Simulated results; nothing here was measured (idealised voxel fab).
Documented hereafter: the process module known as voxel ribs on slabs.
Cross-section cut spans 260 nm and uses square cells 5 nm in size.
Square cells in a grid make up a cross-section in this document, and the grid is given as bands, listed from the top down, each one or more rows of cells.
Band: top height; bottom height; in nm. Then, left to right: material with width in nm, for each material. "throughout": a single material spanning edge to edge. "empty": empty space.
For the purposes of this specification, 0 denotes the height below which the wafer in its as-received condition is composed wholly of one material, and the lowermost band, lacking a lower limit, extends downward without end, as expressed in "top 0, no bottom".
So if you see something like "30..40" for the width, read it as the top row of the band sitting at the first number and the bottom row at the second, with every row in between moving by the same amount as the last.
What does "stayed the same" mean for a step? It means no cell of the cross-section changed in that step.
The entry titled "Unvented cavities" provides the empty spaces that have no open way to the top, restricted to those of 8 cells or more. Each is presented as width x height at distance, the distance being measured from the left edge, with all three in nm.
Post-settings text on a step line: simulator's own remark regarding the step.
overlay nm: where the mask lay relative to plan, measured to the right, on steps with a mask; negatives go left.

**plan**
1 RECEIVE, material Si
2 DIRECTIONAL_DEP, material SiO2, thk nm 20
3 DIRECTIONAL_DEP, material polySi, thk nm 15
4 DIRECTIONAL_DEP, material aC, thk nm 15
5 PATTERN, tone cover, mask id RIB, material resist, width nm 20, thk nm 30, overlay nm 0
6 DIRECTIONAL_ETCH, etch materials aC, depth nm 15
7 STRIP, etch materials resist
8 DIRECTIONAL_ETCH, etch materials polySi, depth nm 5
9 STRIP, etch materials aC
10 DIRECTIONAL_DEP, material aC, thk nm 15
11 PATTERN, tone cover, mask id SLAB, material resist, width nm 60, thk nm 30, overlay nm 0
12 DIRECTIONAL_ETCH, etch materials aC, depth nm 15
13 STRIP, etch materials resist
14 DIRECTIONAL_ETCH, etch materials polySi, depth nm 10
15 STRIP, etch materials aC
16 FILL_DEP, material SiO2, thk nm 25
17 CMP, height nm 55
18 DIRECTIONAL_DEP, material W, thk nm 10
19 MASKED_ETCH, tone cover, mask id HEATER, width nm 30, etch materials W, depth nm 10, overlay nm 0
20 CONFORMAL_DEP, material SiO2, thk nm 5

**First out of two wafers; run went to plan**

**Received-state cross-section, reflecting completion of step 1**
	top 0, no bottom: Si throughout
	Unvented cavities: none

**Once step 2 is through, the wafer looks like this in cross-section**
	top 20, bottom 0: SiO2 throughout
	Lower than 0, everything is as it was.

**Once step 3 is through, the wafer looks like this in cross-section**
	top 35, bottom 20: polySi throughout
	Lower than 20, everything is as it was.

**Once step 4 is through, the wafer looks like this in cross-section**
	top 50, bottom 35: aC throughout
	Lower than 35, everything is as it was.

**Once step 5 is through, the wafer looks like this in cross-section**
	top 80, bottom 50: 120 empty  20 resist  120 empty
	Lower than 50, everything is as it was.

**Once step 6 is through, the wafer looks like this in cross-section**
	top 65, bottom 50: 120 empty  20 resist  120 empty
	top 50, bottom 35: 120 empty  20 aC  120 empty
	Lower than 35, everything is as it was.

**Once step 7 is through, the wafer looks like this in cross-section**
	top 50, bottom 35: 120 empty  20 aC  120 empty
	Lower than 35, everything is as it was.

**Once step 8 is through, the wafer looks like this in cross-section**
	top 50, bottom 35: 120 empty  20 aC  120 empty
	top 35, bottom 30: 120 empty  20 polySi  120 empty
	Lower than 30, everything is as it was.

**Once step 9 is through, the wafer looks like this in cross-section**
	top 35, bottom 30: 120 empty  20 polySi  120 empty
	Lower than 30, everything is as it was.

**Once step 10 is through, the wafer looks like this in cross-section**
	top 50, bottom 45: 120 empty  20 aC  120 empty
	top 45, bottom 35: aC throughout
	top 35, bottom 30: 120 aC  20 polySi  120 aC
	Lower than 30, everything is as it was.

**Once step 11 is through, the wafer looks like this in cross-section**
	top 80, bottom 50: 100 empty  60 resist  100 empty
	top 50, bottom 45: 100 empty  20 resist  20 aC  20 resist  100 empty
	Lower than 45, everything is as it was.

**Once step 12 is through, the wafer looks like this in cross-section**
	top 65, bottom 50: 100 empty  60 resist  100 empty
	top 50, bottom 45: 100 empty  20 resist  20 aC  20 resist  100 empty
	top 45, bottom 35: 100 empty  60 aC  100 empty
	top 35, bottom 30: 100 empty  20 aC  20 polySi  20 aC  100 empty
	Lower than 30, everything is as it was.

**Once step 13 is through, the wafer looks like this in cross-section**
	top 50, bottom 45: 120 empty  20 aC  120 empty
	Lower than 45, everything is as it was.

**Once step 14 is through, the wafer looks like this in cross-section**
	top 50, bottom 45: 120 empty  20 aC  120 empty
	top 45, bottom 35: 100 empty  60 aC  100 empty
	top 35, bottom 30: 100 empty  20 aC  20 polySi  20 aC  100 empty
	top 30, bottom 20: 100 empty  60 polySi  100 empty
	Lower than 20, everything is as it was.

**Once step 15 is through, the wafer looks like this in cross-section**
	top 35, bottom 30: 120 empty  20 polySi  120 empty
	Lower than 30, everything is as it was.

**Once step 16 is through, the wafer looks like this in cross-section**
	top 60, bottom 35: SiO2 throughout
	top 35, bottom 30: 120 SiO2  20 polySi  120 SiO2
	top 30, bottom 20: 100 SiO2  60 polySi  100 SiO2
	Lower than 20, everything is as it was.

**Once step 17 is through, the wafer looks like this in cross-section**
	top 55, bottom 35: SiO2 throughout
	Lower than 35, everything is as it was.

**Once step 18 is through, the wafer looks like this in cross-section**
	top 65, bottom 55: W throughout
	Lower than 55, everything is as it was.

**Once step 19 is through, the wafer looks like this in cross-section**
	top 65, bottom 55: 115 empty  30 W  115 empty
	Lower than 55, everything is as it was.

**Once step 20 is through, the wafer looks like this in cross-section**
	top 70, bottom 65: 110 empty  40 SiO2  110 empty
	top 65, bottom 60: 110 empty  5 SiO2  30 W  5 SiO2  110 empty
	top 60, bottom 55: 115 SiO2  30 W  115 SiO2
	Lower than 55, everything is as it was.

**The remaining wafer, second of the two, started like the first and was run to the same plan, except that one mistake was made along the way; the two coincide through step 4, inclusive**

**Cross-section of the second wafer at the time by which step 5 should have been completed according to the plan**
	top 80, bottom 50: 115 empty  20 resist  125 empty
	Lower than 50, everything is as it was.

**Cross-section of the second wafer at the time by which step 6 should have been completed according to the plan**
	top 65, bottom 50: 115 empty  20 resist  125 empty
	top 50, bottom 35: 115 empty  20 aC  125 empty
	Lower than 35, everything is as it was.

**Cross-section of the second wafer at the time by which step 7 should have been completed according to the plan**
	top 50, bottom 35: 115 empty  20 aC  125 empty
	Lower than 35, everything is as it was.

**Cross-section of the second wafer at the time by which step 8 should have been completed according to the plan**
	top 50, bottom 35: 115 empty  20 aC  125 empty
	top 35, bottom 30: 115 empty  20 polySi  125 empty
	Lower than 30, everything is as it was.

**Cross-section of the second wafer at the time by which step 9 should have been completed according to the plan**
	top 35, bottom 30: 115 empty  20 polySi  125 empty
	Lower than 30, everything is as it was.

**Cross-section of the second wafer at the time by which step 10 should have been completed according to the plan**
	top 50, bottom 45: 115 empty  20 aC  125 empty
	top 45, bottom 35: aC throughout
	top 35, bottom 30: 115 aC  20 polySi  125 aC
	Lower than 30, everything is as it was.

**Cross-section of the second wafer at the time by which step 11 should have been completed according to the plan**
	top 80, bottom 50: 100 empty  60 resist  100 empty
	top 50, bottom 45: 100 empty  15 resist  20 aC  25 resist  100 empty
	Lower than 45, everything is as it was.

**Cross-section of the second wafer at the time by which step 12 should have been completed according to the plan**
	top 65, bottom 50: 100 empty  60 resist  100 empty
	top 50, bottom 45: 100 empty  15 resist  20 aC  25 resist  100 empty
	top 45, bottom 35: 100 empty  60 aC  100 empty
	top 35, bottom 30: 100 empty  15 aC  20 polySi  25 aC  100 empty
	Lower than 30, everything is as it was.

**Cross-section of the second wafer at the time by which step 13 should have been completed according to the plan**
	top 50, bottom 45: 115 empty  20 aC  125 empty
	Lower than 45, everything is as it was.

**Cross-section of the second wafer at the time by which step 14 should have been completed according to the plan**
	top 50, bottom 45: 115 empty  20 aC  125 empty
	top 45, bottom 35: 100 empty  60 aC  100 empty
	top 35, bottom 30: 100 empty  15 aC  20 polySi  25 aC  100 empty
	top 30, bottom 20: 100 empty  60 polySi  100 empty
	Lower than 20, everything is as it was.

**Cross-section of the second wafer at the time by which step 15 should have been completed according to the plan**
	top 35, bottom 30: 115 empty  20 polySi  125 empty
	Lower than 30, everything is as it was.

**Cross-section of the second wafer at the time by which step 16 should have been completed according to the plan**
	top 60, bottom 35: SiO2 throughout
	top 35, bottom 30: 115 SiO2  20 polySi  125 SiO2
	top 30, bottom 20: 100 SiO2  60 polySi  100 SiO2
	Lower than 20, everything is as it was.

**Cross-section of the second wafer at the time by which step 17 should have been completed according to the plan**
	top 55, bottom 35: SiO2 throughout
	Lower than 35, everything is as it was.

**Cross-section of the second wafer at the time by which step 18 should have been completed according to the plan**
	top 65, bottom 55: W throughout
	Lower than 55, everything is as it was.

**Cross-section of the second wafer at the time by which step 19 should have been completed according to the plan**
	top 65, bottom 55: 115 empty  30 W  115 empty
	Lower than 55, everything is as it was.

**Cross-section of the second wafer at the time by which step 20 should have been completed according to the plan**
	top 70, bottom 65: 110 empty  40 SiO2  110 empty
	top 65, bottom 60: 110 empty  5 SiO2  30 W  5 SiO2  110 empty
	top 60, bottom 55: 115 SiO2  30 W  115 SiO2
	Lower than 55, everything is as it was.
Want to know what went wrong? in deviation from the planned setting, step 5 was conducted as PATTERN, tone cover, mask id RIB, material resist, width nm 20, thk nm 30, overlay nm -5
at the end the second wafer has, in cells: as many of each material as the first, in other places
